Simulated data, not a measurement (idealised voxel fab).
Process module name: voxel gate over fins
195 nm wide, 5 nm square cells: that's cross-section cut.
A cross-section is a grid of square cells, given in bands from the top down. A band is one or more rows of cells. Band entry format. Leading values: height of top, height of bottom, nm. Remainder: materials in left-to-right order, each with its width in nm. Special words: "all across" on a single material, which then fills the band edge to edge; "empty", empty space. All heights in this document are referenced to 0, defined as the level beneath which the wafer, as received, consists entirely of one material. The lowest band is not bounded below; it extends indefinitely downward and is written in the form "0..down". Graded width ("30..40"): value in top row of band = first number; value in bottom row = second number; row-to-row change constant. "no modification" for a step: no cell of the cross-section changed in that step. "Tabulated closed voids" contains a list of empty spaces, each no smaller than 8 cells and without an open way to the top, written in the form width x height at distance with the distance from the left edge and all three in nm. On a step's line, text after the settings is the simulator commenting on that step. overlay nm: right-of-plan distance of the mask on a masked step; negative values mean left-of-plan. Reading key. Pairs: pre-step and post-step cross-section, one process step apart; post-step view only to lowest changed band. Step between + settings: beneath pair. Runs: pairs may be from different runs of this module, same starting wafer. Continuation from pair above: only where "Pre-processing view" entry says.
Pre-processing view
- 0..down  Si all across
- Tabulated closed voids: none
Sectional Result
- 5..0  SiN all across
- Under the height 0 nothing was changed.
- Tabulated closed voids: none
Between the cross-sections above, the step performed was CONFORMAL_DEP,material SiN,thk nm 5
Pre-processing view: check the pair just above; its after cross-section is our before state.
Sectional Result
- 5..0  empty 35, then SiN 15, then empty 40, then SiN 15, then empty 40, then SiN 15, then empty 35
- Under the height 0 nothing was changed.
- Tabulated closed voids: none
Between the cross-sections above, the step performed was MASKED_ETCH,tone cover,mask id FINS,width nm 15,pitch nm 55,etch materials SiN,depth nm 5,overlay nm 0
Pre-processing view: check the pair just above; its after cross-section is our before state.
Sectional Result
- 5..0  empty 35, then SiN 15, then empty 40, then SiN 15, then empty 40, then SiN 15, then empty 35
- 0..-35  empty 35, then Si 15, then empty 40, then Si 15, then empty 40, then Si 15, then empty 35
- Under the height -35 nothing was changed.
- Tabulated closed voids: none
Between the cross-sections above, the step performed was MASKED_ETCH,tone cover,mask id FINS,width nm 15,pitch nm 55,etch materials Si,depth nm 35,overlay nm 0
Pre-processing view: check the pair just above; its after cross-section is our before state.
Sectional Result
- 20..5  SiO2 all across
- 5..0  SiO2 35, then SiN 15, then SiO2 40, then SiN 15, then SiO2 40, then SiN 15, then SiO2 35
- 0..-35  SiO2 35, then Si 15, then SiO2 40, then Si 15, then SiO2 40, then Si 15, then SiO2 35
- Under the height -35 nothing was changed.
- Tabulated closed voids: none
Between the cross-sections above, the step performed was FILL_DEP,material SiO2,thk nm 15
Pre-processing view: check the pair just above; its after cross-section is our before state.
Sectional Result
- 5..0  SiO2 35, then SiN 15, then SiO2 40, then SiN 15, then SiO2 40, then SiN 15, then SiO2 35
- Under the height 0 nothing was changed.
- Tabulated closed voids: none
Between the cross-sections above, the step performed was CMP,height nm 5
Pre-processing view: check the pair just above; its after cross-section is our before state.
Sectional Result
- 20..5  aC all across
- Under the height 5 nothing was changed.
- Tabulated closed voids: none
Between the cross-sections above, the step performed was DIRECTIONAL_DEP,material aC,thk nm 15
Pre-processing view: check the pair just above; its after cross-section is our before state.
Sectional Result
- 50..20  resist 60, then empty 15, then resist 120
- Under the height 20 nothing was changed.
- Tabulated closed voids: none
Between the cross-sections above, the step performed was PATTERN,tone open,mask id RAIL,material resist,width nm 15,thk nm 30,overlay nm 0
Pre-processing view: check the pair just above; its after cross-section is our before state.
Sectional Result
- 35..20  resist 60, then empty 15, then resist 120
- 20..5  aC 60, then empty 15, then aC 120
- Under the height 5 nothing was changed.
- Tabulated closed voids: none
Between the cross-sections above, the step performed was DIRECTIONAL_ETCH,etch materials aC,depth nm 15
Pre-processing view: check the pair just above; its after cross-section is our before state.
Sectional Result
- 20..5  aC 60, then empty 15, then aC 120
- Under the height 5 nothing was changed.
- Tabulated closed voids: none
Between the cross-sections above, the step performed was STRIP,etch materials resist
Pre-processing view: check the pair just above; its after cross-section is our before state.
Sectional Result
- 20..5  aC 60, then empty 15, then aC 120
- 5..0  SiO2 35, then SiN 15, then SiO2 10, then empty 15, then SiO2 15, then SiN 15, then SiO2 40, then SiN 15, then SiO2 35
- 0..-30  SiO2 35, then Si 15, then SiO2 10, then empty 15, then SiO2 15, then Si 15, then SiO2 40, then Si 15, then SiO2 35
- Under the height -30 nothing was changed.
- Tabulated closed voids: none
Between the cross-sections above, the step performed was DIRECTIONAL_ETCH,etch materials SiO2,depth nm 35
Pre-processing view: check the pair just above; its after cross-section is our before state.
Sectional Result
- 5..0  SiO2 35, then SiN 15, then SiO2 10, then empty 15, then SiO2 15, then SiN 15, then SiO2 40, then SiN 15, then SiO2 35
- Under the height 0 nothing was changed.
- Tabulated closed voids: none
Between the cross-sections above, the step performed was STRIP,etch materials aC
Pre-processing view: check the pair just above; its after cross-section is our before state.
Sectional Result
- 10..5  TiN 65, then empty 5, then TiN 125
- 5..0  SiO2 35, then SiN 15, then SiO2 10, then TiN 5, then empty 5, then TiN 5, then SiO2 15, then SiN 15, then SiO2 40, then SiN 15, then SiO2 35
- 0..-25  SiO2 35, then Si 15, then SiO2 10, then TiN 5, then empty 5, then TiN 5, then SiO2 15, then Si 15, then SiO2 40, then Si 15, then SiO2 35
- -25..-30  SiO2 35, then Si 15, then SiO2 10, then TiN 15, then SiO2 15, then Si 15, then SiO2 40, then Si 15, then SiO2 35
- Under the height -30 nothing was changed.
- Tabulated closed voids: none
Between the cross-sections above, the step performed was CONFORMAL_DEP,material TiN,thk nm 5
Pre-processing view: check the pair just above; its after cross-section is our before state.
Sectional Result
- 15..10  W all across
- 10..5  TiN 65, then W 5, then TiN 125
- 5..0  SiO2 35, then SiN 15, then SiO2 10, then TiN 5, then W 5, then TiN 5, then SiO2 15, then SiN 15, then SiO2 40, then SiN 15, then SiO2 35
- 0..-25  SiO2 35, then Si 15, then SiO2 10, then TiN 5, then W 5, then TiN 5, then SiO2 15, then Si 15, then SiO2 40, then Si 15, then SiO2 35
- Under the height -25 nothing was changed.
- Tabulated closed voids: none
Between the cross-sections above, the step performed was FILL_DEP,material W,thk nm 5
Pre-processing view: check the pair just above; its after cross-section is our before state.
Sectional Result
- 5..0  SiO2 35, then SiN 15, then SiO2 10, then TiN 5, then W 5, then TiN 5, then SiO2 15, then SiN 15, then SiO2 40, then SiN 15, then SiO2 35
- Under the height 0 nothing was changed.
- Tabulated closed voids: none
Between the cross-sections above, the step performed was CMP,height nm 5
Pre-processing view: check the pair just above; its after cross-section is our before state.
Sectional Result
- 5..0  SiO2 35, then SiN 15, then SiO2 10, then empty 15, then SiO2 15, then SiN 15, then SiO2 40, then SiN 15, then SiO2 35
- 0..-15  SiO2 35, then Si 15, then SiO2 10, then empty 15, then SiO2 15, then Si 15, then SiO2 40, then Si 15, then SiO2 35
- Under the height -15 nothing was changed.
- Tabulated closed voids: none
Between the cross-sections above, the step performed was SELECTIVE_ETCH,etch materials W Ru TiN,depth nm 20
Pre-processing view: check the pair just above; its after cross-section is our before state.
Sectional Result
- 10..5  SiO2 all across
- 5..0  SiO2 35, then SiN 15, then SiO2 40, then SiN 15, then SiO2 40, then SiN 15, then SiO2 35
- 0..-15  SiO2 35, then Si 15, then SiO2 40, then Si 15, then SiO2 40, then Si 15, then SiO2 35
- Under the height -15 nothing was changed.
- Tabulated closed voids: none
Between the cross-sections above, the step performed was FILL_DEP,material SiO2,thk nm 5
Pre-processing view: check the pair just above; its after cross-section is our before state.
Sectional Result
- 5..0  SiO2 35, then SiN 15, then SiO2 40, then SiN 15, then SiO2 40, then SiN 15, then SiO2 35
- Under the height 0 nothing was changed.
- Tabulated closed voids: none
Between the cross-sections above, the step performed was CMP,height nm 5
Pre-processing view: check the pair just above; its after cross-section is our before state.
Sectional Result
- 5..0  empty 35, then SiN 15, then empty 40, then SiN 15, then empty 40, then SiN 15, then empty 35
- 0..-10  empty 35, then Si 15, then empty 40, then Si 15, then empty 40, then Si 15, then empty 35
- Under the height -10 nothing was changed.
- Tabulated closed voids: none
Between the cross-sections above, the step performed was SELECTIVE_ETCH,etch materials SiO2,depth nm 15
Pre-processing view: check the pair just above; its after cross-section is our before state.
Sectional Result
- 0..-10  empty 35, then Si 15, then empty 40, then Si 15, then empty 40, then Si 15, then empty 35
- Under the height -10 nothing was changed.
- Tabulated closed voids: none
Between the cross-sections above, the step performed was STRIP,etch materials SiN
Pre-processing view: check the pair just above; its after cross-section is our before state.
Sectional Result
- 5..0  empty 30, then HfO2 25, then empty 30, then HfO2 25, then empty 30, then HfO2 25, then empty 30
- 0..-5  empty 30, then HfO2 5, then Si 15, then HfO2 5, then empty 30, then HfO2 5, then Si 15, then HfO2 5, then empty 30, then HfO2 5, then Si 15, then HfO2 5, then empty 30
- -5..-10  HfO2 35, then Si 15, then HfO2 40, then Si 15, then HfO2 40, then Si 15, then HfO2 35
- Under the height -10 nothing was changed.
- Tabulated closed voids: none
Between the cross-sections above, the step performed was CONFORMAL_DEP,material HfO2,thk nm 5
Pre-processing view: check the pair just above; its after cross-section is our before state.
Sectional Result
- 10..5  empty 25, then TiN 35, then empty 20, then TiN 35, then empty 20, then TiN 35, then empty 25
- 5..0  empty 25, then TiN 5, then HfO2 25, then TiN 5, then empty 20, then TiN 5, then HfO2 25, then TiN 5, then empty 20, then TiN 5, then HfO2 25, then TiN 5, then empty 25
- 0..-5  TiN 30, then HfO2 5, then Si 15, then HfO2 5, then TiN 30, then HfO2 5, then Si 15, then HfO2 5, then TiN 30, then HfO2 5, then Si 15, then HfO2 5, then TiN 30
- Under the height -5 nothing was changed.
- Tabulated closed voids: none
Between the cross-sections above, the step performed was CONFORMAL_DEP,material TiN,thk nm 5
Pre-processing view: check the pair just above; its after cross-section is our before state.
Sectional Result
- 25..10  W all across
- 10..5  W 25, then TiN 35, then W 20, then TiN 35, then W 20, then TiN 35, then W 25
- 5..0  W 25, then TiN 5, then HfO2 25, then TiN 5, then W 20, then TiN 5, then HfO2 25, then TiN 5, then W 20, then TiN 5, then HfO2 25, then TiN 5, then W 25
- Under the height 0 nothing was changed.
- Tabulated closed voids: none
Between the cross-sections above, the step performed was FILL_DEP,material W,thk nm 15
Pre-processing view: check the pair just above; its after cross-section is our before state.
Sectional Result
- 20..10  W all across
- Under the height 10 nothing was changed.
- Tabulated closed voids: none
Between the cross-sections above, the step performed was CMP,height nm 20
Pre-processing view: check the pair just above; its after cross-section is our before state.
Sectional Result
- 25..20  SiCN all across
- Under the height 20 nothing was changed.
- Tabulated closed voids: none
Between the cross-sections above, the step performed was CONFORMAL_DEP,material SiCN,thk nm 5
Pre-processing view
- 0..-10  empty 35, then Si 15, then empty 40, then Si 15, then empty 40, then Si 15, then empty 35
- -10..-15  SiO2 35, then Si 15, then SiO2 40, then Si 15, then SiO2 40, then Si 15, then SiO2 35
- -15..-25  SiO2 35, then Si 15, then SiO2 10, then TiN 5, then W 5, then TiN 5, then SiO2 15, then Si 15, then SiO2 40, then Si 15, then SiO2 35
- -25..-30  SiO2 35, then Si 15, then SiO2 10, then TiN 15, then SiO2 15, then Si 15, then SiO2 40, then Si 15, then SiO2 35
- -30..-35  SiO2 35, then Si 15, then SiO2 40, then Si 15, then SiO2 40, then Si 15, then SiO2 35
- -35..down  Si all across
- Tabulated closed voids: none
Sectional Result
- 5..0  empty 30, then TiN 25, then empty 30, then TiN 25, then empty 30, then TiN 25, then empty 30
- 0..-5  empty 30, then TiN 5, then Si 15, then TiN 5, then empty 30, then TiN 5, then Si 15, then TiN 5, then empty 30, then TiN 5, then Si 15, then TiN 5, then empty 30
- -5..-10  TiN 35, then Si 15, then TiN 40, then Si 15, then TiN 40, then Si 15, then TiN 35
- Under the height -10 nothing was changed.
- Tabulated closed voids: none
Between the cross-sections above, the step performed was CONFORMAL_DEP,material TiN,thk nm 5
Pre-processing view: check the pair just above; its after cross-section is our before state.
Sectional Result
- 20..5  W all across
- 5..0  W 30, then TiN 25, then W 30, then TiN 25, then W 30, then TiN 25, then W 30
- 0..-5  W 30, then TiN 5, then Si 15, then TiN 5, then W 30, then TiN 5, then Si 15, then TiN 5, then W 30, then TiN 5, then Si 15, then TiN 5, then W 30
- Under the height -5 nothing was changed.
- Tabulated closed voids: none
Between the cross-sections above, the step performed was FILL_DEP,material W,thk nm 15
Pre-processing view: check the pair just above; its after cross-section is our before state.
Sectional Result
- 25..20  SiCN all across
- Under the height 20 nothing was changed.
- Tabulated closed voids: none
Between the cross-sections above, the step performed was CONFORMAL_DEP,material SiCN,thk nm 5
Pre-processing view
- 5..0  empty 35, then SiN 15, then empty 40, then SiN 15, then empty 40, then SiN 15, then empty 35
- 0..-35  empty 35, then Si 15, then empty 40, then Si 15, then empty 40, then Si 15, then empty 35
- -35..down  Si all across
- Tabulated closed voids: none
Sectional Result
- 5..0  empty 35, then SiN 15, then empty 40, then SiN 15, then empty 40, then SiN 15, then empty 35
- 0..-70  empty 35, then Si 15, then empty 40, then Si 15, then empty 40, then Si 15, then empty 35
- Under the height -70 nothing was changed.
- Tabulated closed voids: none
Between the cross-sections above, the step performed was MASKED_ETCH,tone cover,mask id FINS,width nm 15,pitch nm 55,etch materials Si,depth nm 35,overlay nm 0
Pre-processing view: check the pair just above; its after cross-section is our before state.
Sectional Result
- 20..5  SiO2 all across
- 5..0  SiO2 35, then SiN 15, then SiO2 40, then SiN 15, then SiO2 40, then SiN 15, then SiO2 35
- 0..-70  SiO2 35, then Si 15, then SiO2 40, then Si 15, then SiO2 40, then Si 15, then SiO2 35
- Under the height -70 nothing was changed.
- Tabulated closed voids: none
Between the cross-sections above, the step performed was FILL_DEP,material SiO2,thk nm 15
Pre-processing view: check the pair just above; its after cross-section is our before state.
Sectional Result
- 5..0  SiO2 35, then SiN 15, then SiO2 40, then SiN 15, then SiO2 40, then SiN 15, then SiO2 35
- Under the height 0 nothing was changed.
- Tabulated closed voids: none
Between the cross-sections above, the step performed was CMP,height nm 5
Pre-processing view: check the pair just above; its after cross-section is our before state.
Sectional Result
- 20..5  aC all across
- Under the height 5 nothing was changed.
- Tabulated closed voids: none
Between the cross-sections above, the step performed was DIRECTIONAL_DEP,material aC,thk nm 15
Pre-processing view: check the pair just above; its after cross-section is our before state.
Sectional Result
- 50..20  resist 60, then empty 15, then resist 120
- Under the height 20 nothing was changed.
- Tabulated closed voids: none
Between the cross-sections above, the step performed was PATTERN,tone open,mask id RAIL,material resist,width nm 15,thk nm 30,overlay nm 0
Pre-processing view: check the pair just above; its after cross-section is our before state.
Sectional Result
- 35..20  resist 60, then empty 15, then resist 120
- 20..5  aC 60, then empty 15, then aC 120
- Under the height 5 nothing was changed.
- Tabulated closed voids: none
Between the cross-sections above, the step performed was DIRECTIONAL_ETCH,etch materials aC,depth nm 15
Pre-processing view: check the pair just above; its after cross-section is our before state.
Sectional Result
- 20..5  aC 60, then empty 15, then aC 120
- Under the height 5 nothing was changed.
- Tabulated closed voids: none
Between the cross-sections above, the step performed was STRIP,etch materials resist
Pre-processing view: check the pair just above; its after cross-section is our before state.
Sectional Result
- 20..5  aC 60, then empty 15, then aC 120
- 5..0  SiO2 35, then SiN 15, then SiO2 10, then empty 15, then SiO2 15, then SiN 15, then SiO2 40, then SiN 15, then SiO2 35
- 0..-30  SiO2 35, then Si 15, then SiO2 10, then empty 15, then SiO2 15, then Si 15, then SiO2 40, then Si 15, then SiO2 35
- Under the height -30 nothing was changed.
- Tabulated closed voids: none
Between the cross-sections above, the step performed was DIRECTIONAL_ETCH,etch materials SiO2,depth nm 35
Pre-processing view: check the pair just above; its after cross-section is our before state.
Sectional Result
- 5..0  SiO2 35, then SiN 15, then SiO2 10, then empty 15, then SiO2 15, then SiN 15, then SiO2 40, then SiN 15, then SiO2 35
- Under the height 0 nothing was changed.
- Tabulated closed voids: none
Between the cross-sections above, the step performed was STRIP,etch materials aC
Pre-processing view: check the pair just above; its after cross-section is our before state.
Sectional Result
- 10..5  TiN 65, then empty 5, then TiN 125
- 5..0  SiO2 35, then SiN 15, then SiO2 10, then TiN 5, then empty 5, then TiN 5, then SiO2 15, then SiN 15, then SiO2 40, then SiN 15, then SiO2 35
- 0..-25  SiO2 35, then Si 15, then SiO2 10, then TiN 5, then empty 5, then TiN 5, then SiO2 15, then Si 15, then SiO2 40, then Si 15, then SiO2 35
- -25..-30  SiO2 35, then Si 15, then SiO2 10, then TiN 15, then SiO2 15, then Si 15, then SiO2 40, then Si 15, then SiO2 35
- Under the height -30 nothing was changed.
- Tabulated closed voids: none
Between the cross-sections above, the step performed was CONFORMAL_DEP,material TiN,thk nm 5
Pre-processing view: check the pair just above; its after cross-section is our before state.
Sectional Result
- 15..10  W all across
- 10..5  TiN 65, then W 5, then TiN 125
- 5..0  SiO2 35, then SiN 15, then SiO2 10, then TiN 5, then W 5, then TiN 5, then SiO2 15, then SiN 15, then SiO2 40, then SiN 15, then SiO2 35
- 0..-25  SiO2 35, then Si 15, then SiO2 10, then TiN 5, then W 5, then TiN 5, then SiO2 15, then Si 15, then SiO2 40, then Si 15, then SiO2 35
- Under the height -25 nothing was changed.
- Tabulated closed voids: none
Between the cross-sections above, the step performed was FILL_DEP,material W,thk nm 5
Pre-processing view: check the pair just above; its after cross-section is our before state.
Sectional Result
- 5..0  SiO2 35, then SiN 15, then SiO2 10, then TiN 5, then W 5, then TiN 5, then SiO2 15, then SiN 15, then SiO2 40, then SiN 15, then SiO2 35
- Under the height 0 nothing was changed.
- Tabulated closed voids: none
Between the cross-sections above, the step performed was CMP,height nm 5
Pre-processing view: check the pair just above; its after cross-section is our before state.
Sectional Result
- 5..0  SiO2 35, then SiN 15, then SiO2 10, then empty 15, then SiO2 15, then SiN 15, then SiO2 40, then SiN 15, then SiO2 35
- 0..-15  SiO2 35, then Si 15, then SiO2 10, then empty 15, then SiO2 15, then Si 15, then SiO2 40, then Si 15, then SiO2 35
- Under the height -15 nothing was changed.
- Tabulated closed voids: none
Between the cross-sections above, the step performed was SELECTIVE_ETCH,etch materials W Ru TiN,depth nm 20
Pre-processing view: check the pair just above; its after cross-section is our before state.
Sectional Result
- 10..5  SiO2 all across
- 5..0  SiO2 35, then SiN 15, then SiO2 40, then SiN 15, then SiO2 40, then SiN 15, then SiO2 35
- 0..-15  SiO2 35, then Si 15, then SiO2 40, then Si 15, then SiO2 40, then Si 15, then SiO2 35
- Under the height -15 nothing was changed.
- Tabulated closed voids: none
Between the cross-sections above, the step performed was FILL_DEP,material SiO2,thk nm 5
Pre-processing view: check the pair just above; its after cross-section is our before state.
Sectional Result
- 5..0  SiO2 35, then SiN 15, then SiO2 40, then SiN 15, then SiO2 40, then SiN 15, then SiO2 35
- Under the height 0 nothing was changed.
- Tabulated closed voids: none
Between the cross-sections above, the step performed was CMP,height nm 5
Pre-processing view: check the pair just above; its after cross-section is our before state.
Sectional Result
- 5..0  empty 35, then SiN 15, then empty 40, then SiN 15, then empty 40, then SiN 15, then empty 35
- 0..-10  empty 35, then Si 15, then empty 40, then Si 15, then empty 40, then Si 15, then empty 35
- Under the height -10 nothing was changed.
- Tabulated closed voids: none
Between the cross-sections above, the step performed was SELECTIVE_ETCH,etch materials SiO2,depth nm 15
Pre-processing view: check the pair just above; its after cross-section is our before state.
Sectional Result
- 0..-10  empty 35, then Si 15, then empty 40, then Si 15, then empty 40, then Si 15, then empty 35
- Under the height -10 nothing was changed.
- Tabulated closed voids: none
Between the cross-sections above, the step performed was STRIP,etch materials SiN
Pre-processing view: check the pair just above; its after cross-section is our before state.
Sectional Result
- 5..0  empty 30, then HfO2 25, then empty 30, then HfO2 25, then empty 30, then HfO2 25, then empty 30
- 0..-5  empty 30, then HfO2 5, then Si 15, then HfO2 5, then empty 30, then HfO2 5, then Si 15, then HfO2 5, then empty 30, then HfO2 5, then Si 15, then HfO2 5, then empty 30
- -5..-10  HfO2 35, then Si 15, then HfO2 40, then Si 15, then HfO2 40, then Si 15, then HfO2 35
- Under the height -10 nothing was changed.
- Tabulated closed voids: none
Between the cross-sections above, the step performed was CONFORMAL_DEP,material HfO2,thk nm 5
Pre-processing view: check the pair just above; its after cross-section is our before state.
Sectional Result
- 10..5  empty 25, then TiN 35, then empty 20, then TiN 35, then empty 20, then TiN 35, then empty 25
- 5..0  empty 25, then TiN 5, then HfO2 25, then TiN 5, then empty 20, then TiN 5, then HfO2 25, then TiN 5, then empty 20, then TiN 5, then HfO2 25, then TiN 5, then empty 25
- 0..-5  TiN 30, then HfO2 5, then Si 15, then HfO2 5, then TiN 30, then HfO2 5, then Si 15, then HfO2 5, then TiN 30, then HfO2 5, then Si 15, then HfO2 5, then TiN 30
- Under the height -5 nothing was changed.
- Tabulated closed voids: none
Between the cross-sections above, the step performed was CONFORMAL_DEP,material TiN,thk nm 5
Pre-processing view: check the pair just above; its after cross-section is our before state.
Sectional Result
- 25..10  W all across
- 10..5  W 25, then TiN 35, then W 20, then TiN 35, then W 20, then TiN 35, then W 25
- 5..0  W 25, then TiN 5, then HfO2 25, then TiN 5, then W 20, then TiN 5, then HfO2 25, then TiN 5, then W 20, then TiN 5, then HfO2 25, then TiN 5, then W 25
- Under the height 0 nothing was changed.
- Tabulated closed voids: none
Between the cross-sections above, the step performed was FILL_DEP,material W,thk nm 15
Pre-processing view: check the pair just above; its after cross-section is our before state.
Sectional Result
- 20..10  W all across
- Under the height 10 nothing was changed.
- Tabulated closed voids: none
Between the cross-sections above, the step performed was CMP,height nm 20
Pre-processing view: check the pair just above; its after cross-section is our before state.
Sectional Result
- 25..20  SiCN all across
- Under the height 20 nothing was changed.
- Tabulated closed voids: none
Between the cross-sections above, the step performed was CONFORMAL_DEP,material SiCN,thk nm 5
Pre-processing view
- 5..0  empty 30, then TiN 25, then empty 30, then TiN 25, then empty 30, then TiN 25, then empty 30
- 0..-5  empty 30, then TiN 5, then Si 15, then TiN 5, then empty 30, then TiN 5, then Si 15, then TiN 5, then empty 30, then TiN 5, then Si 15, then TiN 5, then empty 30
- -5..-10  TiN 35, then Si 15, then TiN 40, then Si 15, then TiN 40, then Si 15, then TiN 35
- -10..-15  SiO2 35, then Si 15, then SiO2 40, then Si 15, then SiO2 40, then Si 15, then SiO2 35
- -15..-25  SiO2 35, then Si 15, then SiO2 10, then TiN 5, then W 5, then TiN 5, then SiO2 15, then Si 15, then SiO2 40, then Si 15, then SiO2 35
- -25..-30  SiO2 35, then Si 15, then SiO2 10, then TiN 15, then SiO2 15, then Si 15, then SiO2 40, then Si 15, then SiO2 35
- -30..-35  SiO2 35, then Si 15, then SiO2 40, then Si 15, then SiO2 40, then Si 15, then SiO2 35
- -35..down  Si all across
- Tabulated closed voids: none
Sectional Result
- 10..5  empty 25, then HfO2 35, then empty 20, then HfO2 35, then empty 20, then HfO2 35, then empty 25
- 5..0  empty 25, then HfO2 5, then TiN 25, then HfO2 5, then empty 20, then HfO2 5, then TiN 25, then HfO2 5, then empty 20, then HfO2 5, then TiN 25, then HfO2 5, then empty 25
- 0..-5  HfO2 30, then TiN 5, then Si 15, then TiN 5, then HfO2 30, then TiN 5, then Si 15, then TiN 5, then HfO2 30, then TiN 5, then Si 15, then TiN 5, then HfO2 30
- Under the height -5 nothing was changed.
- Tabulated closed voids: none
Between the cross-sections above, the step performed was CONFORMAL_DEP,material HfO2,thk nm 5
Pre-processing view: check the pair just above; its after cross-section is our before state.
Sectional Result
- 25..10  W all across
- 10..5  W 25, then HfO2 35, then W 20, then HfO2 35, then W 20, then HfO2 35, then W 25
- 5..0  W 25, then HfO2 5, then TiN 25, then HfO2 5, then W 20, then HfO2 5, then TiN 25, then HfO2 5, then W 20, then HfO2 5, then TiN 25, then HfO2 5, then W 25
- Under the height 0 nothing was changed.
- Tabulated closed voids: none
Between the cross-sections above, the step performed was FILL_DEP,material W,thk nm 15
Pre-processing view: check the pair just above; its after cross-section is our before state.
Sectional Result
- 20..10  W all across
- Under the height 10 nothing was changed.
- Tabulated closed voids: none
Between the cross-sections above, the step performed was CMP,height nm 20
Pre-processing view: check the pair just above; its after cross-section is our before state.
Sectional Result
- 25..20  SiCN all across
- Under the height 20 nothing was changed.
- Tabulated closed voids: none
Between the cross-sections above, the step performed was CONFORMAL_DEP,material SiCN,thk nm 5
Pre-processing view
- 0..-10  empty 35, then Si 15, then empty 40, then Si 15, then empty 40, then Si 15, then empty 35
- -10..-15  SiO2 35, then Si 15, then SiO2 40, then Si 15, then SiO2 40, then Si 15, then SiO2 35
- -15..-25  SiO2 35, then Si 15, then SiO2 10, then TiN 5, then W 5, then TiN 5, then SiO2 15, then Si 15, then SiO2 40, then Si 15, then SiO2 35
- -25..-30  SiO2 35, then Si 15, then SiO2 10, then TiN 15, then SiO2 15, then Si 15, then SiO2 40, then Si 15, then SiO2 35
- -30..-35  SiO2 35, then Si 15, then SiO2 40, then Si 15, then SiO2 40, then Si 15, then SiO2 35
- -35..down  Si all across
- Tabulated closed voids: none
Sectional Result
- 15..5  empty 20, then HfO2 45, then empty 10, then HfO2 45, then empty 10, then HfO2 45, then empty 20
- 5..0  HfO2 all across
- 0..-10  HfO2 35, then Si 15, then HfO2 40, then Si 15, then HfO2 40, then Si 15, then HfO2 35
- Under the height -10 nothing was changed.
- Tabulated closed voids: none
Between the cross-sections above, the step performed was CONFORMAL_DEP,material HfO2,thk nm 15
Pre-processing view: check the pair just above; its after cross-section is our before state.
Sectional Result
- 20..15  empty 15, then TiN 165, then empty 15
- 15..10  empty 15, then TiN 5, then HfO2 45, then TiN 10, then HfO2 45, then TiN 10, then HfO2 45, then TiN 5, then empty 15
- 10..5  TiN 20, then HfO2 45, then TiN 10, then HfO2 45, then TiN 10, then HfO2 45, then TiN 20
- Under the height 5 nothing was changed.
- Tabulated closed voids: none
Between the cross-sections above, the step performed was CONFORMAL_DEP,material TiN,thk nm 5
Pre-processing view: check the pair just above; its after cross-section is our before state.
Sectional Result
- 35..20  W all across
- 20..15  W 15, then TiN 165, then W 15
- 15..10  W 15, then TiN 5, then HfO2 45, then TiN 10, then HfO2 45, then TiN 10, then HfO2 45, then TiN 5, then W 15
- Under the height 10 nothing was changed.
- Tabulated closed voids: none
Between the cross-sections above, the step performed was FILL_DEP,material W,thk nm 15
Pre-processing view: check the pair just above; its after cross-section is our before state.
Sectional Result
- 20..15  W 15, then TiN 165, then W 15
- Under the height 15 nothing was changed.
- Tabulated closed voids: none
Between the cross-sections above, the step performed was CMP,height nm 20
Pre-processing view: check the pair just above; its after cross-section is our before state.
Sectional Result
- 25..20  SiCN all across
- Under the height 20 nothing was changed.
- Tabulated closed voids: none
Between the cross-sections above, the step performed was CONFORMAL_DEP,material SiCN,thk nm 5
Pre-processing view
- 20..5  aC all across
- 5..0  SiO2 35, then SiN 15, then SiO2 40, then SiN 15, then SiO2 40, then SiN 15, then SiO2 35
- 0..-35  SiO2 35, then Si 15, then SiO2 40, then Si 15, then SiO2 40, then Si 15, then SiO2 35
- -35..down  Si all across
- Tabulated closed voids: none
Sectional Result
- 50..20  resist 55, then empty 25, then resist 115
- Under the height 20 nothing was changed.
- Tabulated closed voids: none
Between the cross-sections above, the step performed was PATTERN,tone open,mask id RAIL,material resist,width nm 25,thk nm 30,overlay nm 0
Pre-processing view: check the pair just above; its after cross-section is our before state.
Sectional Result
- 35..20  resist 55, then empty 25, then resist 115
- 20..5  aC 55, then empty 25, then aC 115
- Under the height 5 nothing was changed.
- Tabulated closed voids: none
Between the cross-sections above, the step performed was DIRECTIONAL_ETCH,etch materials aC,depth nm 15
Pre-processing view: check the pair just above; its after cross-section is our before state.
Sectional Result
- 20..5  aC 55, then empty 25, then aC 115
- Under the height 5 nothing was changed.
- Tabulated closed voids: none
Between the cross-sections above, the step performed was STRIP,etch materials resist
Pre-processing view: check the pair just above; its after cross-section is our before state.
Sectional Result
- 20..5  aC 55, then empty 25, then aC 115
- 5..0  SiO2 35, then SiN 15, then SiO2 5, then empty 25, then SiO2 10, then SiN 15, then SiO2 40, then SiN 15, then SiO2 35
- 0..-30  SiO2 35, then Si 15, then SiO2 5, then empty 25, then SiO2 10, then Si 15, then SiO2 40, then Si 15, then SiO2 35
- Under the height -30 nothing was changed.
- Tabulated closed voids: none
Between the cross-sections above, the step performed was DIRECTIONAL_ETCH,etch materials SiO2,depth nm 35
Pre-processing view: check the pair just above; its after cross-section is our before state.
Sectional Result
- 5..0  SiO2 35, then SiN 15, then SiO2 5, then empty 25, then SiO2 10, then SiN 15, then SiO2 40, then SiN 15, then SiO2 35
- Under the height 0 nothing was changed.
- Tabulated closed voids: none
Between the cross-sections above, the step performed was STRIP,etch materials aC
Pre-processing view: check the pair just above; its after cross-section is our before state.
Sectional Result
- 10..5  TiN 60, then empty 15, then TiN 120
- 5..0  SiO2 35, then SiN 15, then SiO2 5, then TiN 5, then empty 15, then TiN 5, then SiO2 10, then SiN 15, then SiO2 40, then SiN 15, then SiO2 35
- 0..-25  SiO2 35, then Si 15, then SiO2 5, then TiN 5, then empty 15, then TiN 5, then SiO2 10, then Si 15, then SiO2 40, then Si 15, then SiO2 35
- -25..-30  SiO2 35, then Si 15, then SiO2 5, then TiN 25, then SiO2 10, then Si 15, then SiO2 40, then Si 15, then SiO2 35
- Under the height -30 nothing was changed.
- Tabulated closed voids: none
Between the cross-sections above, the step performed was CONFORMAL_DEP,material TiN,thk nm 5
Pre-processing view: check the pair just above; its after cross-section is our before state.
Sectional Result
- 15..10  W all across
- 10..5  TiN 60, then W 15, then TiN 120
- 5..0  SiO2 35, then SiN 15, then SiO2 5, then TiN 5, then W 15, then TiN 5, then SiO2 10, then SiN 15, then SiO2 40, then SiN 15, then SiO2 35
- 0..-25  SiO2 35, then Si 15, then SiO2 5, then TiN 5, then W 15, then TiN 5, then SiO2 10, then Si 15, then SiO2 40, then Si 15, then SiO2 35
- Under the height -25 nothing was changed.
- Tabulated closed voids: none
Between the cross-sections above, the step performed was FILL_DEP,material W,thk nm 5
Pre-processing view: check the pair just above; its after cross-section is our before state.
Sectional Result
- 5..0  SiO2 35, then SiN 15, then SiO2 5, then TiN 5, then W 15, then TiN 5, then SiO2 10, then SiN 15, then SiO2 40, then SiN 15, then SiO2 35
- Under the height 0 nothing was changed.
- Tabulated closed voids: none
Between the cross-sections above, the step performed was CMP,height nm 5
